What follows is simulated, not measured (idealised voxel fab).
The following process module bears the name voxel spacer lines.
In the cross-section labelled cut, the width is 300 nm and each square cell is 5 nm.
Cross-section spec: square-cell grid; bands listed top down; each band is one or more rows.
For a band, the entry starts with two heights in nm, that of the top and then that of the bottom, and carries on with the band's materials in order from left to right, each alongside its width in nm; the word "all across" beside a single material means it fills the band edge to edge, and "empty" means empty space.
Measure heights from 0. That's the level where, below it, the as-received wafer is all one material. The lowest band is bottomless and extends downward; write it as in "z 0 and below".
With a width like "30->40", each row of cells in the band differs from the next by the same amount, the top row carrying the first number and the bottom row the second.
Key: "nothing was modified" - step with no changed cell in the cross-section.
Voids not open to the top, 8 cells minimum: see "Enclosed void entries". Written width x height at distance; distance is from the left edge; nm.
If you see something after the settings on a step's line, that's the simulator's own remark about that step.
The line of a step may include "overlay nm". On a step with a mask, this value is how far to the right of its planned place the mask lay. A negative value means the mask lay to the left.
Process steps - plan:
1 RECEIVE: material Si
2 CONFORMAL_DEP: material Al2O3, thk nm 5
3 DIRECTIONAL_DEP: material polySi, thk nm 20
4 DIRECTIONAL_DEP: material aC, thk nm 20
5 PATTERN: tone cover, mask id MANDREL, material resist, width nm 25, pitch nm 80, thk nm 25, overlay nm 0
6 DIRECTIONAL_ETCH: etch materials aC, depth nm 20
7 STRIP: etch materials resist
8 CONFORMAL_DEP: material SiN, thk nm 15
9 DIRECTIONAL_ETCH: etch materials SiN, depth nm 15
10 STRIP: etch materials aC
11 DIRECTIONAL_ETCH: etch materials polySi, depth nm 20
12 STRIP: etch materials SiN
13 FILL_DEP: material SiO2, thk nm 5
14 CMP: height nm 25
What follows covers the first of two wafers; it ran as planned:
As received (post step 1): cross-section:
	z 0 and below  Si all across
	Enclosed void entries: none
How the wafer stands in section after step 2:
	z 5 to 0  Al2O3 all across
	Below 0, no change.
How the wafer stands in section after step 3:
	z 25 to 5  polySi all across
	Below 5, no change.
How the wafer stands in section after step 4:
	z 45 to 25  aC all across
	Below 25, no change.
How the wafer stands in section after step 5:
	z 70 to 45  empty (95), then resist (25), then empty (55), then resist (25), then empty (100)
	Below 45, no change.
How the wafer stands in section after step 6:
	z 50 to 45  empty (95), then resist (25), then empty (55), then resist (25), then empty (100)
	z 45 to 25  empty (95), then aC (25), then empty (55), then aC (25), then empty (100)
	Below 25, no change.
How the wafer stands in section after step 7:
	z 45 to 25  empty (95), then aC (25), then empty (55), then aC (25), then empty (100)
	Below 25, no change.
How the wafer stands in section after step 8:
	z 60 to 45  empty (80), then SiN (55), then empty (25), then SiN (55), then empty (85)
	z 45 to 40  empty (80), then SiN (15), then aC (25), then SiN (15), then empty (25), then SiN (15), then aC (25), then SiN (15), then empty (85)
	z 40 to 25  SiN (95), then aC (25), then SiN (55), then aC (25), then SiN (100)
	Below 25, no change.
How the wafer stands in section after step 9:
	z 45 to 25  empty (80), then SiN (15), then aC (25), then SiN (15), then empty (25), then SiN (15), then aC (25), then SiN (15), then empty (85)
	Below 25, no change.
How the wafer stands in section after step 10:
	z 45 to 25  empty (80), then SiN (15), then empty (25), then SiN (15), then empty (25), then SiN (15), then empty (25), then SiN (15), then empty (85)
	Below 25, no change.
How the wafer stands in section after step 11:
	z 45 to 25  empty (80), then SiN (15), then empty (25), then SiN (15), then empty (25), then SiN (15), then empty (25), then SiN (15), then empty (85)
	z 25 to 5  empty (80), then polySi (15), then empty (25), then polySi (15), then empty (25), then polySi (15), then empty (25), then polySi (15), then empty (85)
	Below 5, no change.
How the wafer stands in section after step 12:
	z 25 to 5  empty (80), then polySi (15), then empty (25), then polySi (15), then empty (25), then polySi (15), then empty (25), then polySi (15), then empty (85)
	Below 5, no change.
How the wafer stands in section after step 13:
	z 30 to 25  SiO2 all across
	z 25 to 5  SiO2 (80), then polySi (15), then SiO2 (25), then polySi (15), then SiO2 (25), then polySi (15), then SiO2 (25), then polySi (15), then SiO2 (85)
	Below 5, no change.
How the wafer stands in section after step 14:
	z 25 to 5  SiO2 (80), then polySi (15), then SiO2 (25), then polySi (15), then SiO2 (25), then polySi (15), then SiO2 (25), then polySi (15), then SiO2 (85)
	Below 5, no change.
Notes, second wafer: start = first wafer's, plan = first wafer's, execution had one mistake; history identical to first through step 13:
Cross-section of the second wafer when, according to plan, step 14 should have finished:
	z 15 to 5  SiO2 (80), then polySi (15), then SiO2 (25), then polySi (15), then SiO2 (25), then polySi (15), then SiO2 (25), then polySi (15), then SiO2 (85)
	Below 5, no change.
Run error: not per plan at step 14, really ran CMP: height nm 15
Per the end-of-run cell counts, the second wafer holds more or fewer of some materials than the first: SiO2 -96, polySi -24
